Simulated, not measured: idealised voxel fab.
This is a process module. Its name is voxel local oxidation.
This is section cut - it's 250 nm across, gridded in 5 nm square cells.
Cross-section layout: square cells on a grid; listed as bands, top to bottom; a band spans one or more cell rows. The entry gives the band's vertical extent as a top height and a bottom height in nm, then its horizontal make-up as materials from left to right, each with a width in nm. "air" stands for empty space; a single material marked "edge to edge" fills the band edge to edge. Counting heights begins at 0, where everything beneath is, in the wafer as received, one material. The lowest band has no bottom; it goes on downwards, as "0 and below" shows. A width given as "30 to 40" starts at the first number in the band's top row and ends at the second number in its bottom row, shifting by an equal amount at every step from row to row. When a step is marked "no alterations made", none of the cells in the cross-section changed during that step. Reported under the label "Trapped cavities" are the empty spaces having no open way to the top and comprising 8 cells or more; the notation for each is width x height at distance, in which the distance is measured from the left edge and all three values are in nm. Past the settings on a step's line: simulator remark, on that step. For masked steps, "overlay nm" on the step line gives how far right of plan the mask actually lay; a minus sign means it lay to the left.

Planned step list for the process:
1. RECEIVE [material Si]
2. CONFORMAL_DEP [material SiO2] [thk nm 5]
3. CONFORMAL_DEP [material SiN] [thk nm 15]
4. DIRECTIONAL_DEP [material aC] [thk nm 15]
5. PATTERN [tone cover] [mask id ACTIVE] [material resist] [width nm 125] [thk nm 35] [overlay nm 0]
6. DIRECTIONAL_ETCH [etch materials aC] [depth nm 15]
7. STRIP [etch materials resist]
8. DIRECTIONAL_ETCH [etch materials SiN] [depth nm 15]
9. STRIP [etch materials aC]
10. SELECTIVE_ETCH [etch materials SiO2] [depth nm 5]
11. OXIDIZE [depth nm 15]
12. STRIP [etch materials SiN]

First wafer, two in total, run as planned:

This is the cross-section of the wafer as we received it, i.e. after step 1:
    0 and below: Si edge to edge
    Trapped cavities: none

Presented here is a cross-section of the wafer after step 2 has been performed:
    5 down to 0: SiO2 edge to edge
    Heights below 0 show no change.

Presented here is a cross-section of the wafer after step 3 has been performed:
    20 down to 5: SiN edge to edge
    Heights below 5 show no change.

Presented here is a cross-section of the wafer after step 4 has been performed:
    35 down to 20: aC edge to edge
    Heights below 20 show no change.

Presented here is a cross-section of the wafer after step 5 has been performed:
    70 down to 35: air (60), then resist (125), then air (65)
    Heights below 35 show no change.

Presented here is a cross-section of the wafer after step 6 has been performed:
    55 down to 35: air (60), then resist (125), then air (65)
    35 down to 20: air (60), then aC (125), then air (65)
    Heights below 20 show no change.

Presented here is a cross-section of the wafer after step 7 has been performed:
    35 down to 20: air (60), then aC (125), then air (65)
    Heights below 20 show no change.

Presented here is a cross-section of the wafer after step 8 has been performed:
    35 down to 20: air (60), then aC (125), then air (65)
    20 down to 5: air (60), then SiN (125), then air (65)
    Heights below 5 show no change.

Presented here is a cross-section of the wafer after step 9 has been performed:
    20 down to 5: air (60), then SiN (125), then air (65)
    Heights below 5 show no change.

Presented here is a cross-section of the wafer after step 10 has been performed:
    20 down to 5: air (60), then SiN (125), then air (65)
    5 down to 0: air (65), then SiO2 (115), then air (70)
    Heights below 0 show no change.

Presented here is a cross-section of the wafer after step 11 has been performed:
    20 down to 5: air (60), then SiN (125), then air (65)
    5 down to 0: air (65), then SiO2 (115), then air (70)
    0 down to -15: SiO2 (80), then Si (85), then SiO2 (85)
    Heights below -15 show no change.

Presented here is a cross-section of the wafer after step 12 has been performed:
    5 down to 0: air (65), then SiO2 (115), then air (70)
    Heights below 0 show no change.

The Second Wafer: Common Origin and Plan, One Mistake in Execution, Identical to the First Through Step 4:

Second wafer, cut view, end of step 5 per plan:
    70 down to 35: air (50), then resist (125), then air (75)
    Heights below 35 show no change.

Second wafer, cut view, end of step 6 per plan:
    55 down to 35: air (50), then resist (125), then air (75)
    35 down to 20: air (50), then aC (125), then air (75)
    Heights below 20 show no change.

Second wafer, cut view, end of step 7 per plan:
    35 down to 20: air (50), then aC (125), then air (75)
    Heights below 20 show no change.

Second wafer, cut view, end of step 8 per plan:
    35 down to 20: air (50), then aC (125), then air (75)
    20 down to 5: air (50), then SiN (125), then air (75)
    Heights below 5 show no change.

Second wafer, cut view, end of step 9 per plan:
    20 down to 5: air (50), then SiN (125), then air (75)
    Heights below 5 show no change.

Second wafer, cut view, end of step 10 per plan:
    20 down to 5: air (50), then SiN (125), then air (75)
    5 down to 0: air (55), then SiO2 (115), then air (80)
    Heights below 0 show no change.

Second wafer, cut view, end of step 11 per plan:
    20 down to 5: air (50), then SiN (125), then air (75)
    5 down to 0: air (55), then SiO2 (115), then air (80)
    0 down to -15: SiO2 (70), then Si (85), then SiO2 (95)
    Heights below -15 show no change.

Second wafer, cut view, end of step 12 per plan:
    5 down to 0: air (55), then SiO2 (115), then air (80)
    Heights below 0 show no change.
Deviation from plan: rather than as planned, step 5 actually ran as PATTERN [tone cover] [mask id ACTIVE] [material resist] [width nm 125] [thk nm 35] [overlay nm -10]
When the process is done, the second wafer contains the same cell count of every material as the first wafer, but distributed over other locations.
